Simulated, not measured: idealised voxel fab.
process module | voxel self aligned vias
cross-section cut | 190 nm wide | cells 5 nm
A cross-section is a grid of square cells, given in bands from the top down. A band is one or more rows of cells.
Each band's line starts with the height of the band's top and of its bottom, in nm. Then come its materials from left to right, each with its width in nm. One material with "throughout" fills the band from edge to edge. "air" is empty space.
Height 0 is the level under which the wafer as received is all one material. The lowest band goes on downwards, as in "0 down".
A width such as "30 to 40" changes by the same amount from each row of cells to the next, from the band's top row to its bottom row.
"no change" after a step means that no cell of the cross-section changed.
closed voids: empty space of 8 cells or more with no open way to the top, each as width x height at its distance from the left edge, in nm
after a step's settings: what the simulator itself notes on the step
overlay nm, on a step with a mask: how far to the right of its planned place the mask lay; to the left if negative
plan
1 op RECEIVE | material Si
2 op CONFORMAL_DEP | material SiO2 | thk nm 10
3 op CONFORMAL_DEP | material SiCN | thk nm 5
4 op DIRECTIONAL_DEP | material SiO2 | thk nm 25
5 op PATTERN | tone open | mask id LINES | material resist | width nm 30 | pitch nm 80 | thk nm 20 | overlay nm 0
6 op DIRECTIONAL_ETCH | etch materials SiO2 | depth nm 25
7 op STRIP | etch materials resist
8 op CONFORMAL_DEP | material TiN | thk nm 5
9 op FILL_DEP | material Ru | thk nm 10
10 op CMP | height nm 40
11 op SELECTIVE_ETCH | etch materials W Ru TiN | depth nm 10
12 op FILL_DEP | material SiN | thk nm 10
13 op CMP | height nm 40
14 op DIRECTIONAL_DEP | material SiO2 | thk nm 15
15 op MASKED_ETCH | tone open | mask id VIAS | width nm 50 | pitch nm 80 | etch materials SiO2 | depth nm 15 | overlay nm 0
16 op MASKED_ETCH | tone open | mask id VIAS | width nm 50 | pitch nm 80 | etch materials SiN | depth nm 10 | overlay nm 0
17 op CONFORMAL_DEP | material TiN | thk nm 5
18 op FILL_DEP | material Cu | thk nm 10
19 op CMP | height nm 55
20 op CONFORMAL_DEP | material SiCN | thk nm 5
as received, after step 1
  0 down: Si throughout
  closed voids: none
a wafer at the end: this start, this plan, one mistake
  60 to 55: SiCN throughout
  55 to 45: SiO2 30 | TiN 5 | Cu 40 | TiN 5 | SiO2 30 | TiN 5 | Cu 40 | TiN 5 | SiO2 30
  45 to 35: SiO2 30 | TiN 5 | Cu 20 | TiN 25 to 5 | SiO2 30 to 50 | TiN 5 | Cu 20 | TiN 25 to 5 | SiO2 30 to 50
  35 to 30: SiO2 30 | TiN 30 | SiO2 50 | TiN 30 | SiO2 50
  30 to 20: SiO2 30 | TiN 5 | Ru 20 | TiN 5 | SiO2 50 | TiN 5 | Ru 20 | TiN 5 | SiO2 50
  20 to 15: SiO2 30 | TiN 30 | SiO2 50 | TiN 30 | SiO2 50
  15 to 10: SiCN throughout
  10 to 0: SiO2 throughout
  0 down: Si throughout
  closed voids: none
what went wrong: step 5 ran as: op PATTERN | tone open | mask id LINES | material resist | width nm 30 | pitch nm 80 | thk nm 20 | overlay nm -10
